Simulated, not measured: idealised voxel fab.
process module | voxel self aligned contacts
cross-section cut | 230 nm wide | cells 5 nm
A cross-section is a grid of square cells, given in bands from the top down. A band is one or more rows of cells.
Each band's line starts with the height of the band's top and of its bottom, in nm. Then come its materials from left to right, each with its width in nm. One material with "throughout" fills the band from edge to edge. "air" is empty space.
Height 0 is the level under which the wafer as received is all one material. The lowest band goes on downwards, as in "0 down".
A width such as "30 to 40" changes by the same amount from each row of cells to the next, from the band's top row to its bottom row.
"no change" after a step means that no cell of the cross-section changed.
closed voids: empty space of 8 cells or more with no open way to the top, each as width x height at its distance from the left edge, in nm
after a step's settings: what the simulator itself notes on the step
overlay nm, on a step with a mask: how far to the right of its planned place the mask lay; to the left if negative
plan
1 op RECEIVE | material Si
2 op OXIDIZE | depth nm 5
3 op DIRECTIONAL_DEP | material polySi | thk nm 25
4 op DIRECTIONAL_DEP | material SiN | thk nm 20
5 op PATTERN | tone cover | mask id GATE | material resist | width nm 35 | pitch nm 70 | thk nm 15 | overlay nm 0
6 op DIRECTIONAL_ETCH | etch materials SiN | depth nm 20
7 op DIRECTIONAL_ETCH | etch materials polySi | depth nm 25
8 op STRIP | etch materials resist
9 op CONFORMAL_DEP | material SiN | thk nm 5
10 op DIRECTIONAL_ETCH | etch materials SiN | depth nm 5
11 op FILL_DEP | material SiO2 | thk nm 15
12 op CMP | height nm 50
13 op MASKED_ETCH | tone open | mask id CONTACT | width nm 55 | etch materials SiO2 | depth nm 55 | overlay nm -15
14 op CONFORMAL_DEP | material TiN | thk nm 5
15 op FILL_DEP | material Ru | thk nm 10
16 op CMP | height nm 50
17 op CONFORMAL_DEP | material SiCN | thk nm 5
varied across the wafers: overlay nm of step 13. The plan shows the first wafer's value. All wafers start alike
first wafer as received, after step 1
  0 down: Si throughout
  closed voids: none
each wafer at the end: cells of each material gained (+) or lost (-) since it was received, then its closed voids
overlay nm -15 | +30 Ru | -46 Si | +46 SiCN | +92 SiN | +283 SiO2 | +31 TiN | +70 polySi | closed voids: none
overlay nm -10 | +30 Ru | -46 Si | +46 SiCN | +92 SiN | +283 SiO2 | +31 TiN | +70 polySi | closed voids: none
overlay nm -5 | +30 Ru | -46 Si | +46 SiCN | +92 SiN | +283 SiO2 | +31 TiN | +70 polySi | closed voids: none
overlay nm 0 | +30 Ru | -46 Si | +46 SiCN | +92 SiN | +283 SiO2 | +31 TiN | +70 polySi | closed voids: none
overlay nm 5 | +30 Ru | -46 Si | +46 SiCN | +92 SiN | +283 SiO2 | +31 TiN | +70 polySi | closed voids: none
overlay nm 10 | +30 Ru | -46 Si | +46 SiCN | +92 SiN | +283 SiO2 | +31 TiN | +70 polySi | closed voids: none
overlay nm 15 | +30 Ru | -46 Si | +46 SiCN | +92 SiN | +283 SiO2 | +31 TiN | +70 polySi | closed voids: none
